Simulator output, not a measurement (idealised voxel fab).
process module | voxel spacer lines
cross-section cut | 200 nm wide | cells 5 nm
A cross-section is a grid of square cells, given in bands from the top down. A band is one or more rows of cells.
Each band's line starts with the height of the band's top and of its bottom, in nm. Then come its materials from left to right, each with its width in nm. One material with "throughout" fills the band from edge to edge. "air" is empty space.
Height 0 is the level under which the wafer as received is all one material. The lowest band goes on downwards, as in "0 down".
A width such as "30 to 40" changes by the same amount from each row of cells to the next, from the band's top row to its bottom row.
"no change" after a step means that no cell of the cross-section changed.
closed voids: empty space of 8 cells or more with no open way to the top, each as width x height at its distance from the left edge, in nm
after a step's settings: what the simulator itself notes on the step
overlay nm, on a step with a mask: how far to the right of its planned place the mask lay; to the left if negative
plan
1 op RECEIVE | material Si
2 op CONFORMAL_DEP | material Al2O3 | thk nm 5
3 op DIRECTIONAL_DEP | material TiN | thk nm 20
4 op DIRECTIONAL_DEP | material polySi | thk nm 20
5 op PATTERN | tone cover | mask id MANDREL | material resist | width nm 20 | pitch nm 70 | thk nm 25 | overlay nm 0
6 op DIRECTIONAL_ETCH | etch materials polySi | depth nm 20
7 op STRIP | etch materials resist
8 op CONFORMAL_DEP | material SiO2 | thk nm 15
9 op DIRECTIONAL_ETCH | etch materials SiO2 | depth nm 15
10 op STRIP | etch materials polySi
11 op DIRECTIONAL_ETCH | etch materials TiN | depth nm 20
12 op STRIP | etch materials SiO2
first wafer, as planned
as received, after step 1
  0 down: Si throughout
  closed voids: none
after step 2
  5 to 0: Al2O3 throughout
  below 0: unchanged
after step 3
  25 to 5: TiN throughout
  below 5: unchanged
after step 4
  45 to 25: polySi throughout
  below 25: unchanged
after step 5
  70 to 45: air 55 | resist 20 | air 50 | resist 20 | air 55
  below 45: unchanged
after step 6
  70 to 45: air 55 | resist 20 | air 50 | resist 20 | air 55
  45 to 25: air 55 | polySi 20 | air 50 | polySi 20 | air 55
  below 25: unchanged
after step 7
  45 to 25: air 55 | polySi 20 | air 50 | polySi 20 | air 55
  below 25: unchanged
after step 8
  60 to 45: air 40 | SiO2 50 | air 20 | SiO2 50 | air 40
  45 to 40: air 40 | SiO2 15 | polySi 20 | SiO2 15 | air 20 | SiO2 15 | polySi 20 | SiO2 15 | air 40
  40 to 25: SiO2 55 | polySi 20 | SiO2 50 | polySi 20 | SiO2 55
  below 25: unchanged
after step 9
  45 to 25: air 40 | SiO2 15 | polySi 20 | SiO2 15 | air 20 | SiO2 15 | polySi 20 | SiO2 15 | air 40
  below 25: unchanged
after step 10
  45 to 25: air 40 | SiO2 15 | air 20 | SiO2 15 | air 20 | SiO2 15 | air 20 | SiO2 15 | air 40
  below 25: unchanged
after step 11
  45 to 25: air 40 | SiO2 15 | air 20 | SiO2 15 | air 20 | SiO2 15 | air 20 | SiO2 15 | air 40
  25 to 5: air 40 | TiN 15 | air 20 | TiN 15 | air 20 | TiN 15 | air 20 | TiN 15 | air 40
  below 5: unchanged
after step 12
  25 to 5: air 40 | TiN 15 | air 20 | TiN 15 | air 20 | TiN 15 | air 20 | TiN 15 | air 40
  below 5: unchanged
second wafer: like start, like plan, one mistake. Through step 4 it matches the first wafer
when step 5 should have ended
  70 to 45: air 45 | resist 20 | air 50 | resist 20 | air 65
  below 45: unchanged
when step 6 should have ended
  70 to 45: air 45 | resist 20 | air 50 | resist 20 | air 65
  45 to 25: air 45 | polySi 20 | air 50 | polySi 20 | air 65
  below 25: unchanged
when step 7 should have ended
  45 to 25: air 45 | polySi 20 | air 50 | polySi 20 | air 65
  below 25: unchanged
when step 8 should have ended
  60 to 45: air 30 | SiO2 50 | air 20 | SiO2 50 | air 50
  45 to 40: air 30 | SiO2 15 | polySi 20 | SiO2 15 | air 20 | SiO2 15 | polySi 20 | SiO2 15 | air 50
  40 to 25: SiO2 45 | polySi 20 | SiO2 50 | polySi 20 | SiO2 65
  below 25: unchanged
when step 9 should have ended
  45 to 25: air 30 | SiO2 15 | polySi 20 | SiO2 15 | air 20 | SiO2 15 | polySi 20 | SiO2 15 | air 50
  below 25: unchanged
when step 10 should have ended
  45 to 25: air 30 | SiO2 15 | air 20 | SiO2 15 | air 20 | SiO2 15 | air 20 | SiO2 15 | air 50
  below 25: unchanged
when step 11 should have ended
  45 to 25: air 30 | SiO2 15 | air 20 | SiO2 15 | air 20 | SiO2 15 | air 20 | SiO2 15 | air 50
  25 to 5: air 30 | TiN 15 | air 20 | TiN 15 | air 20 | TiN 15 | air 20 | TiN 15 | air 50
  below 5: unchanged
when step 12 should have ended
  25 to 5: air 30 | TiN 15 | air 20 | TiN 15 | air 20 | TiN 15 | air 20 | TiN 15 | air 50
  below 5: unchanged
what went wrong: step 5 ran as: op PATTERN | tone cover | mask id MANDREL | material resist | width nm 20 | pitch nm 70 | thk nm 25 | overlay nm -10
at the end the second wafer has, in cells: as many of each material as the first, in other places
